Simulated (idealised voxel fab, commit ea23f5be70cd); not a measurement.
Documented hereafter: the process module known as voxel tone inversion.
For reference, the cross-section in this document is cut, with width 220 nm and square cells of 5 nm.
Each cross-section below is a grid of square cells, stated as bands in top-down order, with one or more rows of cells making up each band. The entry gives the band's vertical extent as a top height and a bottom height in nm, then its horizontal make-up as materials from left to right, each with a width in nm. "blank" stands for empty space; a single material marked "everywhere" fills the band edge to edge. Convention: height 0 is the level below which the wafer, as received, is all one material. The lowest band does not terminate at the bottom but continues downward, represented as "0 nm and below". Width: "30->40" (first number = top row, second number = bottom row, same change from row to row of cells). You'll sometimes find "nothing altered" written for a step, and that's the way of saying that nowhere in the cross-section did a cell change during that step. "Fully sealed voids" lists enclosed empty spaces (at least 8 cells, no open path upward to the top), each as width x height at distance from the left edge, in nm. Whatever follows a step's settings on its line is a remark the simulator itself makes about that step. overlay nm: how far to the right of its planned place the mask lay on this masked step (negative: to the left).
**Here's what the planned process steps look like**
1 RECEIVE | material Si
2 CONFORMAL_DEP | material SiCN | thk nm 10
3 DIRECTIONAL_DEP | material polySi | thk nm 15
4 PATTERN | tone cover | mask id POSTS | material resist | width nm 20 | pitch nm 50 | thk nm 20 | overlay nm 0
5 DIRECTIONAL_ETCH | etch materials polySi | depth nm 15
6 STRIP | etch materials resist
7 FILL_DEP | material SiO2 | thk nm 10
8 CMP | height nm 25
9 STRIP | etch materials polySi
10 CONFORMAL_DEP | material TiN | thk nm 5
11 FILL_DEP | material Ru | thk nm 5
12 CMP | height nm 25
13 CONFORMAL_DEP | material SiN | thk nm 5
**As received (post step 1): cross-section**
> 0 nm and below | Si everywhere
> Fully sealed voids: none
**End-of-module XS, first of two wafers, run as planned**
> 30 nm to 25 nm | SiN everywhere
> 25 nm to 15 nm | SiO2 (50), then TiN (5), then Ru (10), then TiN (5), then SiO2 (30), then TiN (5), then Ru (10), then TiN (5), then SiO2 (30), then TiN (5), then Ru (10), then TiN (5), then SiO2 (50)
> 15 nm to 10 nm | SiO2 (50), then TiN (20), then SiO2 (30), then TiN (20), then SiO2 (30), then TiN (20), then SiO2 (50)
> 10 nm to 0 nm | SiCN everywhere
> 0 nm and below | Si everywhere
> Fully sealed voids: none
**So this is wafer number two of the two, cut at the end of the module - it started where the first did and had the same plan, we just got one thing wrong running it**
> 30 nm to 25 nm | SiN everywhere
> 25 nm to 15 nm | SiO2 (45), then TiN (5), then Ru (20), then TiN (5), then SiO2 (20), then TiN (5), then Ru (20), then TiN (5), then SiO2 (20), then TiN (5), then Ru (20), then TiN (5), then SiO2 (45)
> 15 nm to 10 nm | SiO2 (45), then TiN (30), then SiO2 (20), then TiN (30), then SiO2 (20), then TiN (30), then SiO2 (45)
> 10 nm to 0 nm | SiCN everywhere
> 0 nm and below | Si everywhere
> Fully sealed voids: none
Finding, execution versus plan: step 4 ran differently from the plan; actual operation with settings: PATTERN | tone cover | mask id POSTS | material resist | width nm 30 | pitch nm 50 | thk nm 20 | overlay nm 0
Materials where the second wafer ends with more or fewer cells than the first: 12 more of Ru; 18 fewer of SiO2; 6 more of TiN
